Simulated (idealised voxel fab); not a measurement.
A process module follows: voxel self aligned contacts.
The cross-section shown here is cut; it is 290 nm wide and divided into square cells measuring 5 nm on a side.
Square cells in a grid make up a cross-section in this document, and the grid is given as bands, listed from the top down, each one or more rows of cells. Within each band entry, the heights of the top and of the bottom of the band appear first, in that order and in nm; the materials of the band then follow from left to right, each with its corresponding width in nm. The designation "edge to edge" on a single material indicates that it fills the band from edge to edge; the designation "blank" indicates empty space. Heads up on the height convention: 0 is the point under which the incoming wafer is all one material, and the lowest band has no bottom, it just keeps going down, like "0 and below". With a width like "30->40", each row of cells in the band differs from the next by the same amount, the top row carrying the first number and the bottom row the second. "everything unchanged" -> step changed no cross-section cell. closed voids: empty space of 8 cells or more with no open way to the top, each as width x height at its distance from the left edge, in nm. What comes after the settings on a step's line is commentary from the simulator itself on that step. The optional step-line setting "overlay nm" applies to steps with a mask and quantifies how far to the right of its planned location the mask lay, a negative value indicating leftward placement. How should the pairs below be read? Each gives the cross-section before one process step and the cross-section after it, the latter drawn only to the lowest band that changed; the step that lies between them, with its settings, appears under the pair. Does a pair pick up where the pair above left off? Only where its entry headed "Pre-step geometry" says so, since pairs can come from different runs of this module on the same starting wafer.

[Pre-step geometry]
	55 down to 40 | blank 95 nm, then aC 35 nm, then blank 35 nm, then aC 35 nm, then blank 90 nm
	40 down to 20 | blank 95 nm, then SiN 35 nm, then blank 35 nm, then SiN 35 nm, then blank 90 nm
	20 down to 0 | polySi edge to edge
	0 down to -5 | SiO2 edge to edge
	-5 and below | Si edge to edge
	closed voids: none

[Sectional Result]
	55 down to 40 | blank 95 nm, then aC 35 nm, then blank 35 nm, then aC 35 nm, then blank 90 nm
	40 down to 20 | blank 95 nm, then SiN 35 nm, then blank 35 nm, then SiN 35 nm, then blank 90 nm
	20 down to 0 | blank 95 nm, then polySi 35 nm, then blank 35 nm, then polySi 35 nm, then blank 90 nm
	All layers under 0 are left as they were.
	closed voids: none
The two cross-sections above bracket this step: DIRECTIONAL_ETCH (etch materials polySi; depth nm 20)

Pre-step geometry: Reference is made to the cross-section shown after the step in the pair directly above, which represents the state prior to this step.

[Sectional Result]
	40 down to 20 | blank 95 nm, then SiN 35 nm, then blank 35 nm, then SiN 35 nm, then blank 90 nm
	All layers under 20 are left as they were.
	closed voids: none
The two cross-sections above bracket this step: STRIP (etch materials aC)

Pre-step geometry: Reference is made to the cross-section shown after the step in the pair directly above, which represents the state prior to this step.

[Sectional Result]
	50 down to 20 | blank 85 nm, then SiN 55 nm, then blank 15 nm, then SiN 55 nm, then blank 80 nm
	20 down to 10 | blank 85 nm, then SiN 10 nm, then polySi 35 nm, then SiN 10 nm, then blank 15 nm, then SiN 10 nm, then polySi 35 nm, then SiN 10 nm, then blank 80 nm
	10 down to 0 | SiN 95 nm, then polySi 35 nm, then SiN 35 nm, then polySi 35 nm, then SiN 90 nm
	All layers under 0 are left as they were.
	closed voids: none
The two cross-sections above bracket this step: CONFORMAL_DEP (material SiN; thk nm 10)

Pre-step geometry: Reference is made to the cross-section shown after the step in the pair directly above, which represents the state prior to this step.

[Sectional Result]
	40 down to 20 | blank 85 nm, then SiN 55 nm, then blank 15 nm, then SiN 55 nm, then blank 80 nm
	20 down to 0 | blank 85 nm, then SiN 10 nm, then polySi 35 nm, then SiN 10 nm, then blank 15 nm, then SiN 10 nm, then polySi 35 nm, then SiN 10 nm, then blank 80 nm
	All layers under 0 are left as they were.
	closed voids: none
The two cross-sections above bracket this step: DIRECTIONAL_ETCH (etch materials SiN; depth nm 10)

Pre-step geometry: Reference is made to the cross-section shown after the step in the pair directly above, which represents the state prior to this step.

[Sectional Result]
	60 down to 40 | SiO2 edge to edge
	40 down to 20 | SiO2 85 nm, then SiN 55 nm, then SiO2 15 nm, then SiN 55 nm, then SiO2 80 nm
	20 down to 0 | SiO2 85 nm, then SiN 10 nm, then polySi 35 nm, then SiN 10 nm, then SiO2 15 nm, then SiN 10 nm, then polySi 35 nm, then SiN 10 nm, then SiO2 80 nm
	All layers under 0 are left as they were.
	closed voids: none
The two cross-sections above bracket this step: FILL_DEP (material SiO2; thk nm 20)

Pre-step geometry: Reference is made to the cross-section shown after the step in the pair directly above, which represents the state prior to this step.

[Sectional Result]
	50 down to 40 | SiO2 edge to edge
	All layers under 40 are left as they were.
	closed voids: none
The two cross-sections above bracket this step: CMP (height nm 50)

Pre-step geometry: Reference is made to the cross-section shown after the step in the pair directly above, which represents the state prior to this step.

[Sectional Result]
	65 down to 50 | aC edge to edge
	All layers under 50 are left as they were.
	closed voids: none
The two cross-sections above bracket this step: DIRECTIONAL_DEP (material aC; thk nm 15)

Pre-step geometry: Reference is made to the cross-section shown after the step in the pair directly above, which represents the state prior to this step.

[Sectional Result]
	95 down to 65 | resist 120 nm, then blank 50 nm, then resist 120 nm
	All layers under 65 are left as they were.
	closed voids: none
The two cross-sections above bracket this step: PATTERN (tone open; mask id CONTACT; material resist; width nm 50; thk nm 30; overlay nm 0)

Pre-step geometry: Reference is made to the cross-section shown after the step in the pair directly above, which represents the state prior to this step.

[Sectional Result]
	80 down to 65 | resist 120 nm, then blank 50 nm, then resist 120 nm
	65 down to 50 | aC 120 nm, then blank 50 nm, then aC 120 nm
	All layers under 50 are left as they were.
	closed voids: none
The two cross-sections above bracket this step: DIRECTIONAL_ETCH (etch materials aC; depth nm 15)

Pre-step geometry: Reference is made to the cross-section shown after the step in the pair directly above, which represents the state prior to this step.

[Sectional Result]
	65 down to 50 | aC 120 nm, then blank 50 nm, then aC 120 nm
	All layers under 50 are left as they were.
	closed voids: none
The two cross-sections above bracket this step: STRIP (etch materials resist)

Pre-step geometry: Reference is made to the cross-section shown after the step in the pair directly above, which represents the state prior to this step.

[Sectional Result]
	65 down to 50 | aC 120 nm, then blank 50 nm, then aC 120 nm
	50 down to 40 | SiO2 120 nm, then blank 50 nm, then SiO2 120 nm
	40 down to 20 | SiO2 85 nm, then SiN 55 nm, then blank 15 nm, then SiN 55 nm, then SiO2 80 nm
	20 down to 0 | SiO2 85 nm, then SiN 10 nm, then polySi 35 nm, then SiN 10 nm, then blank 15 nm, then SiN 10 nm, then polySi 35 nm, then SiN 10 nm, then SiO2 80 nm
	0 down to -5 | SiO2 140 nm, then blank 15 nm, then SiO2 135 nm
	All layers under -5 are left as they were.
	closed voids: none
The two cross-sections above bracket this step: DIRECTIONAL_ETCH (etch materials SiO2; depth nm 55)

Pre-step geometry: Reference is made to the cross-section shown after the step in the pair directly above, which represents the state prior to this step.

[Sectional Result]
	50 down to 40 | SiO2 120 nm, then blank 50 nm, then SiO2 120 nm
	All layers under 40 are left as they were.
	closed voids: none
The two cross-sections above bracket this step: STRIP (etch materials aC)

Pre-step geometry: Reference is made to the cross-section shown after the step in the pair directly above, which represents the state prior to this step.

[Sectional Result]
	55 down to 50 | TiN 125 nm, then blank 40 nm, then TiN 125 nm
	50 down to 40 | SiO2 120 nm, then TiN 5->25 nm, then blank 40->5 nm, then TiN 5->20 nm, then SiO2 120 nm
	40 down to 20 | SiO2 85 nm, then SiN 55 nm, then TiN 5 nm, then blank 5 nm, then TiN 5 nm, then SiN 55 nm, then SiO2 80 nm
	20 down to 0 | SiO2 85 nm, then SiN 10 nm, then polySi 35 nm, then SiN 10 nm, then TiN 5 nm, then blank 5 nm, then TiN 5 nm, then SiN 10 nm, then polySi 35 nm, then SiN 10 nm, then SiO2 80 nm
	0 down to -5 | SiO2 140 nm, then TiN 15 nm, then SiO2 135 nm
	All layers under -5 are left as they were.
	closed voids: none
The two cross-sections above bracket this step: CONFORMAL_DEP (material TiN; thk nm 5)

Pre-step geometry: Reference is made to the cross-section shown after the step in the pair directly above, which represents the state prior to this step.

[Sectional Result]
	65 down to 55 | Ru edge to edge
	55 down to 50 | TiN 125 nm, then Ru 40 nm, then TiN 125 nm
	50 down to 40 | SiO2 120 nm, then TiN 5->25 nm, then Ru 40->5 nm, then TiN 5->20 nm, then SiO2 120 nm
	40 down to 20 | SiO2 85 nm, then SiN 55 nm, then TiN 5 nm, then Ru 5 nm, then TiN 5 nm, then SiN 55 nm, then SiO2 80 nm
	20 down to 0 | SiO2 85 nm, then SiN 10 nm, then polySi 35 nm, then SiN 10 nm, then TiN 5 nm, then Ru 5 nm, then TiN 5 nm, then SiN 10 nm, then polySi 35 nm, then SiN 10 nm, then SiO2 80 nm
	All layers under 0 are left as they were.
	closed voids: none
The two cross-sections above bracket this step: FILL_DEP (material Ru; thk nm 10)

Pre-step geometry: Reference is made to the cross-section shown after the step in the pair directly above, which represents the state prior to this step.

[Sectional Result]
	50 down to 40 | SiO2 120 nm, then TiN 5->25 nm, then Ru 40->5 nm, then TiN 5->20 nm, then SiO2 120 nm
	All layers under 40 are left as they were.
	closed voids: none
The two cross-sections above bracket this step: CMP (height nm 50)

Pre-step geometry: Reference is made to the cross-section shown after the step in the pair directly above, which represents the state prior to this step.

[Sectional Result]
	55 down to 50 | SiN edge to edge
	All layers under 50 are left as they were.
	closed voids: none
The two cross-sections above bracket this step: CONFORMAL_DEP (material SiN; thk nm 5)

[Pre-step geometry]
	65 down to 50 | aC edge to edge
	50 down to 40 | SiO2 edge to edge
	40 down to 20 | SiO2 85 nm, then SiN 50 nm, then SiO2 20 nm, then SiN 50 nm, then SiO2 85 nm
	20 down to 0 | SiO2 85 nm, then SiN 10 nm, then polySi 30 nm, then SiN 10 nm, then SiO2 20 nm, then SiN 10 nm, then polySi 30 nm, then SiN 10 nm, then SiO2 85 nm
	0 down to -5 | SiO2 edge to edge
	-5 and below | Si edge to edge
	closed voids: none

[Sectional Result]
	95 down to 65 | resist 110 nm, then blank 50 nm, then resist 130 nm
	All layers under 65 are left as they were.
	closed voids: none
The two cross-sections above bracket this step: PATTERN (tone open; mask id CONTACT; material resist; width nm 50; thk nm 30; overlay nm -10)

Pre-step geometry: Reference is made to the cross-section shown after the step in the pair directly above, which represents the state prior to this step.

[Sectional Result]
	80 down to 65 | resist 110 nm, then blank 50 nm, then resist 130 nm
	65 down to 50 | aC 110 nm, then blank 50 nm, then aC 130 nm
	All layers under 50 are left as they were.
	closed voids: none
The two cross-sections above bracket this step: DIRECTIONAL_ETCH (etch materials aC; depth nm 15)

Pre-step geometry: Reference is made to the cross-section shown after the step in the pair directly above, which represents the state prior to this step.

[Sectional Result]
	65 down to 50 | aC 110 nm, then blank 50 nm, then aC 130 nm
	All layers under 50 are left as they were.
	closed voids: none
The two cross-sections above bracket this step: STRIP (etch materials resist)

Pre-step geometry: Reference is made to the cross-section shown after the step in the pair directly above, which represents the state prior to this step.

[Sectional Result]
	65 down to 50 | aC 110 nm, then blank 50 nm, then aC 130 nm
	50 down to 40 | SiO2 110 nm, then blank 50 nm, then SiO2 130 nm
	40 down to 20 | SiO2 85 nm, then SiN 50 nm, then blank 20 nm, then SiN 50 nm, then SiO2 85 nm
	20 down to 0 | SiO2 85 nm, then SiN 10 nm, then polySi 30 nm, then SiN 10 nm, then blank 20 nm, then SiN 10 nm, then polySi 30 nm, then SiN 10 nm, then SiO2 85 nm
	0 down to -5 | SiO2 135 nm, then blank 20 nm, then SiO2 135 nm
	All layers under -5 are left as they were.
	closed voids: none
The two cross-sections above bracket this step: DIRECTIONAL_ETCH (etch materials SiO2; depth nm 55)

Pre-step geometry: Reference is made to the cross-section shown after the step in the pair directly above, which represents the state prior to this step.

[Sectional Result]
	50 down to 40 | SiO2 110 nm, then blank 50 nm, then SiO2 130 nm
	All layers under 40 are left as they were.
	closed voids: none
The two cross-sections above bracket this step: STRIP (etch materials aC)

Pre-step geometry: Reference is made to the cross-section shown after the step in the pair directly above, which represents the state prior to this step.

[Sectional Result]
	55 down to 50 | TiN 115 nm, then blank 40 nm, then TiN 135 nm
	50 down to 40 | SiO2 110 nm, then TiN 5->30 nm, then blank 40->10 nm, then TiN 5->10 nm, then SiO2 130 nm
	40 down to 20 | SiO2 85 nm, then SiN 50 nm, then TiN 5 nm, then blank 10 nm, then TiN 5 nm, then SiN 50 nm, then SiO2 85 nm
	20 down to 0 | SiO2 85 nm, then SiN 10 nm, then polySi 30 nm, then SiN 10 nm, then TiN 5 nm, then blank 10 nm, then TiN 5 nm, then SiN 10 nm, then polySi 30 nm, then SiN 10 nm, then SiO2 85 nm
	0 down to -5 | SiO2 135 nm, then TiN 20 nm, then SiO2 135 nm
	All layers under -5 are left as they were.
	closed voids: none
The two cross-sections above bracket this step: CONFORMAL_DEP (material TiN; thk nm 5)

Pre-step geometry: Reference is made to the cross-section shown after the step in the pair directly above, which represents the state prior to this step.

[Sectional Result]
	65 down to 55 | Ru edge to edge
	55 down to 50 | TiN 115 nm, then Ru 40 nm, then TiN 135 nm
	50 down to 40 | SiO2 110 nm, then TiN 5->30 nm, then Ru 40->10 nm, then TiN 5->10 nm, then SiO2 130 nm
	40 down to 20 | SiO2 85 nm, then SiN 50 nm, then TiN 5 nm, then Ru 10 nm, then TiN 5 nm, then SiN 50 nm, then SiO2 85 nm
	20 down to 0 | SiO2 85 nm, then SiN 10 nm, then polySi 30 nm, then SiN 10 nm, then TiN 5 nm, then Ru 10 nm, then TiN 5 nm, then SiN 10 nm, then polySi 30 nm, then SiN 10 nm, then SiO2 85 nm
	All layers under 0 are left as they were.
	closed voids: none
The two cross-sections above bracket this step: FILL_DEP (material Ru; thk nm 10)

Pre-step geometry: Reference is made to the cross-section shown after the step in the pair directly above, which represents the state prior to this step.

[Sectional Result]
	50 down to 40 | SiO2 110 nm, then TiN 5->30 nm, then Ru 40->10 nm, then TiN 5->10 nm, then SiO2 130 nm
	All layers under 40 are left as they were.
	closed voids: none
The two cross-sections above bracket this step: CMP (height nm 50)

Pre-step geometry: Reference is made to the cross-section shown after the step in the pair directly above, which represents the state prior to this step.

[Sectional Result]
	55 down to 50 | SiN edge to edge
	All layers under 50 are left as they were.
	closed voids: none
The two cross-sections above bracket this step: CONFORMAL_DEP (material SiN; thk nm 5)

[Pre-step geometry]
	50 down to 40 | SiO2 120 nm, then blank 50 nm, then SiO2 120 nm
	40 down to 20 | SiO2 85 nm, then SiN 50 nm, then blank 20 nm, then SiN 50 nm, then SiO2 85 nm
	20 down to 0 | SiO2 85 nm, then SiN 10 nm, then polySi 30 nm, then SiN 10 nm, then blank 20 nm, then SiN 10 nm, then polySi 30 nm, then SiN 10 nm, then SiO2 85 nm
	0 down to -5 | SiO2 135 nm, then blank 20 nm, then SiO2 135 nm
	-5 and below | Si edge to edge
	closed voids: none

[Sectional Result]
	55 down to 50 | polySi 125 nm, then blank 40 nm, then polySi 125 nm
	50 down to 40 | SiO2 120 nm, then polySi 5->20 nm, then blank 40->10 nm, then polySi 5->20 nm, then SiO2 120 nm
	40 down to 20 | SiO2 85 nm, then SiN 50 nm, then polySi 5 nm, then blank 10 nm, then polySi 5 nm, then SiN 50 nm, then SiO2 85 nm
	20 down to 0 | SiO2 85 nm, then SiN 10 nm, then polySi 30 nm, then SiN 10 nm, then polySi 5 nm, then blank 10 nm, then polySi 5 nm, then SiN 10 nm, then polySi 30 nm, then SiN 10 nm, then SiO2 85 nm
	0 down to -5 | SiO2 135 nm, then polySi 20 nm, then SiO2 135 nm
	All layers under -5 are left as they were.
	closed voids: none
The two cross-sections above bracket this step: CONFORMAL_DEP (material polySi; thk nm 5)

Pre-step geometry: Reference is made to the cross-section shown after the step in the pair directly above, which represents the state prior to this step.

[Sectional Result]
	65 down to 55 | Ru edge to edge
	55 down to 50 | polySi 125 nm, then Ru 40 nm, then polySi 125 nm
	50 down to 40 | SiO2 120 nm, then polySi 5->20 nm, then Ru 40->10 nm, then polySi 5->20 nm, then SiO2 120 nm
	40 down to 20 | SiO2 85 nm, then SiN 50 nm, then polySi 5 nm, then Ru 10 nm, then polySi 5 nm, then SiN 50 nm, then SiO2 85 nm
	20 down to 0 | SiO2 85 nm, then SiN 10 nm, then polySi 30 nm, then SiN 10 nm, then polySi 5 nm, then Ru 10 nm, then polySi 5 nm, then SiN 10 nm, then polySi 30 nm, then SiN 10 nm, then SiO2 85 nm
	All layers under 0 are left as they were.
	closed voids: none
The two cross-sections above bracket this step: FILL_DEP (material Ru; thk nm 10)

Pre-step geometry: Reference is made to the cross-section shown after the step in the pair directly above, which represents the state prior to this step.

[Sectional Result]
	50 down to 40 | SiO2 120 nm, then polySi 5->20 nm, then Ru 40->10 nm, then polySi 5->20 nm, then SiO2 120 nm
	All layers under 40 are left as they were.
	closed voids: none
The two cross-sections above bracket this step: CMP (height nm 50)

Pre-step geometry: Reference is made to the cross-section shown after the step in the pair directly above, which represents the state prior to this step.

[Sectional Result]
	55 down to 50 | SiN edge to edge
	All layers under 50 are left as they were.
	closed voids: none
The two cross-sections above bracket this step: CONFORMAL_DEP (material SiN; thk nm 5)

[Pre-step geometry]
	55 down to 40 | aC edge to edge
	40 down to 20 | SiN edge to edge
	20 down to 0 | polySi edge to edge
	0 down to -5 | SiO2 edge to edge
	-5 and below | Si edge to edge
	closed voids: none

[Sectional Result]
	85 down to 55 | resist 95 nm, then blank 30 nm, then resist 40 nm, then blank 30 nm, then resist 95 nm
	All layers under 55 are left as they were.
	closed voids: none
The two cross-sections above bracket this step: PATTERN (tone open; mask id GATE; material resist; width nm 30; pitch nm 70; thk nm 30; overlay nm 0)

Pre-step geometry: Reference is made to the cross-section shown after the step in the pair directly above, which represents the state prior to this step.

[Sectional Result]
	70 down to 55 | resist 95 nm, then blank 30 nm, then resist 40 nm, then blank 30 nm, then resist 95 nm
	55 down to 40 | aC 95 nm, then blank 30 nm, then aC 40 nm, then blank 30 nm, then aC 95 nm
	All layers under 40 are left as they were.
	closed voids: none
The two cross-sections above bracket this step: DIRECTIONAL_ETCH (etch materials aC; depth nm 15)

Pre-step geometry: Reference is made to the cross-section shown after the step in the pair directly above, which represents the state prior to this step.

[Sectional Result]
	55 down to 40 | aC 95 nm, then blank 30 nm, then aC 40 nm, then blank 30 nm, then aC 95 nm
	All layers under 40 are left as they were.
	closed voids: none
The two cross-sections above bracket this step: STRIP (etch materials resist)

Pre-step geometry: Reference is made to the cross-section shown after the step in the pair directly above, which represents the state prior to this step.

[Sectional Result]
	55 down to 40 | aC 95 nm, then blank 30 nm, then aC 40 nm, then blank 30 nm, then aC 95 nm
	40 down to 20 | SiN 95 nm, then blank 30 nm, then SiN 40 nm, then blank 30 nm, then SiN 95 nm
	All layers under 20 are left as they were.
	closed voids: none
The two cross-sections above bracket this step: DIRECTIONAL_ETCH (etch materials SiN; depth nm 20)

Pre-step geometry: Reference is made to the cross-section shown after the step in the pair directly above, which represents the state prior to this step.

[Sectional Result]
	55 down to 40 | aC 95 nm, then blank 30 nm, then aC 40 nm, then blank 30 nm, then aC 95 nm
	40 down to 20 | SiN 95 nm, then blank 30 nm, then SiN 40 nm, then blank 30 nm, then SiN 95 nm
	20 down to 0 | polySi 95 nm, then blank 30 nm, then polySi 40 nm, then blank 30 nm, then polySi 95 nm
	All layers under 0 are left as they were.
	closed voids: none
The two cross-sections above bracket this step: DIRECTIONAL_ETCH (etch materials polySi; depth nm 20)

Pre-step geometry: Reference is made to the cross-section shown after the step in the pair directly above, which represents the state prior to this step.

[Sectional Result]
	40 down to 20 | SiN 95 nm, then blank 30 nm, then SiN 40 nm, then blank 30 nm, then SiN 95 nm
	All layers under 20 are left as they were.
	closed voids: none
The two cross-sections above bracket this step: STRIP (etch materials aC)

Pre-step geometry: Reference is made to the cross-section shown after the step in the pair directly above, which represents the state prior to this step.

[Sectional Result]
	50 down to 20 | SiN 105 nm, then blank 10 nm, then SiN 60 nm, then blank 10 nm, then SiN 105 nm
	20 down to 10 | polySi 95 nm, then SiN 10 nm, then blank 10 nm, then SiN 10 nm, then polySi 40 nm, then SiN 10 nm, then blank 10 nm, then SiN 10 nm, then polySi 95 nm
	10 down to 0 | polySi 95 nm, then SiN 30 nm, then polySi 40 nm, then SiN 30 nm, then polySi 95 nm
	All layers under 0 are left as they were.
	closed voids: none
The two cross-sections above bracket this step: CONFORMAL_DEP (material SiN; thk nm 10)

Pre-step geometry: Reference is made to the cross-section shown after the step in the pair directly above, which represents the state prior to this step.

[Sectional Result]
	40 down to 20 | SiN 105 nm, then blank 10 nm, then SiN 60 nm, then blank 10 nm, then SiN 105 nm
	20 down to 0 | polySi 95 nm, then SiN 10 nm, then blank 10 nm, then SiN 10 nm, then polySi 40 nm, then SiN 10 nm, then blank 10 nm, then SiN 10 nm, then polySi 95 nm
	All layers under 0 are left as they were.
	closed voids: none
The two cross-sections above bracket this step: DIRECTIONAL_ETCH (etch materials SiN; depth nm 10)

Pre-step geometry: Reference is made to the cross-section shown after the step in the pair directly above, which represents the state prior to this step.

[Sectional Result]
	60 down to 40 | SiO2 edge to edge
	40 down to 20 | SiN 105 nm, then SiO2 10 nm, then SiN 60 nm, then SiO2 10 nm, then SiN 105 nm
	20 down to 0 | polySi 95 nm, then SiN 10 nm, then SiO2 10 nm, then SiN 10 nm, then polySi 40 nm, then SiN 10 nm, then SiO2 10 nm, then SiN 10 nm, then polySi 95 nm
	All layers under 0 are left as they were.
	closed voids: none
The two cross-sections above bracket this step: FILL_DEP (material SiO2; thk nm 20)

Pre-step geometry: Reference is made to the cross-section shown after the step in the pair directly above, which represents the state prior to this step.

[Sectional Result]
	50 down to 40 | SiO2 edge to edge
	All layers under 40 are left as they were.
	closed voids: none
The two cross-sections above bracket this step: CMP (height nm 50)

Pre-step geometry: Reference is made to the cross-section shown after the step in the pair directly above, which represents the state prior to this step.

[Sectional Result]
	65 down to 50 | aC edge to edge
	All layers under 50 are left as they were.
	closed voids: none
The two cross-sections above bracket this step: DIRECTIONAL_DEP (material aC; thk nm 15)

Pre-step geometry: Reference is made to the cross-section shown after the step in the pair directly above, which represents the state prior to this step.

[Sectional Result]
	95 down to 65 | resist 120 nm, then blank 50 nm, then resist 120 nm
	All layers under 65 are left as they were.
	closed voids: none
The two cross-sections above bracket this step: PATTERN (tone open; mask id CONTACT; material resist; width nm 50; thk nm 30; overlay nm 0)

Pre-step geometry: Reference is made to the cross-section shown after the step in the pair directly above, which represents the state prior to this step.

[Sectional Result]
	80 down to 65 | resist 120 nm, then blank 50 nm, then resist 120 nm
	65 down to 50 | aC 120 nm, then blank 50 nm, then aC 120 nm
	All layers under 50 are left as they were.
	closed voids: none
The two cross-sections above bracket this step: DIRECTIONAL_ETCH (etch materials aC; depth nm 15)

Pre-step geometry: Reference is made to the cross-section shown after the step in the pair directly above, which represents the state prior to this step.

[Sectional Result]
	65 down to 50 | aC 120 nm, then blank 50 nm, then aC 120 nm
	All layers under 50 are left as they were.
	closed voids: none
The two cross-sections above bracket this step: STRIP (etch materials resist)

Pre-step geometry: Reference is made to the cross-section shown after the step in the pair directly above, which represents the state prior to this step.

[Sectional Result]
	65 down to 50 | aC 120 nm, then blank 50 nm, then aC 120 nm
	50 down to 40 | SiO2 120 nm, then blank 50 nm, then SiO2 120 nm
	All layers under 40 are left as they were.
	closed voids: none
The two cross-sections above bracket this step: DIRECTIONAL_ETCH (etch materials SiO2; depth nm 55)

Pre-step geometry: Reference is made to the cross-section shown after the step in the pair directly above, which represents the state prior to this step.

[Sectional Result]
	50 down to 40 | SiO2 120 nm, then blank 50 nm, then SiO2 120 nm
	All layers under 40 are left as they were.
	closed voids: none
The two cross-sections above bracket this step: STRIP (etch materials aC)

Pre-step geometry: Reference is made to the cross-section shown after the step in the pair directly above, which represents the state prior to this step.

[Sectional Result]
	55 down to 50 | TiN 125 nm, then blank 40 nm, then TiN 125 nm
	50 down to 45 | SiO2 120 nm, then TiN 5 nm, then blank 40 nm, then TiN 5 nm, then SiO2 120 nm
	45 down to 40 | SiO2 120 nm, then TiN 50 nm, then SiO2 120 nm
	All layers under 40 are left as they were.
	closed voids: none
The two cross-sections above bracket this step: CONFORMAL_DEP (material TiN; thk nm 5)

Pre-step geometry: Reference is made to the cross-section shown after the step in the pair directly above, which represents the state prior to this step.

[Sectional Result]
	65 down to 55 | Ru edge to edge
	55 down to 50 | TiN 125 nm, then Ru 40 nm, then TiN 125 nm
	50 down to 45 | SiO2 120 nm, then TiN 5 nm, then Ru 40 nm, then TiN 5 nm, then SiO2 120 nm
	All layers under 45 are left as they were.
	closed voids: none
The two cross-sections above bracket this step: FILL_DEP (material Ru; thk nm 10)

Pre-step geometry: Reference is made to the cross-section shown after the step in the pair directly above, which represents the state prior to this step.

[Sectional Result]
	50 down to 45 | SiO2 120 nm, then TiN 5 nm, then Ru 40 nm, then TiN 5 nm, then SiO2 120 nm
	All layers under 45 are left as they were.
	closed voids: none
The two cross-sections above bracket this step: CMP (height nm 50)

Pre-step geometry: Reference is made to the cross-section shown after the step in the pair directly above, which represents the state prior to this step.

[Sectional Result]
	55 down to 50 | SiN edge to edge
	All layers under 50 are left as they were.
	closed voids: none
The two cross-sections above bracket this step: CONFORMAL_DEP (material SiN; thk nm 5)
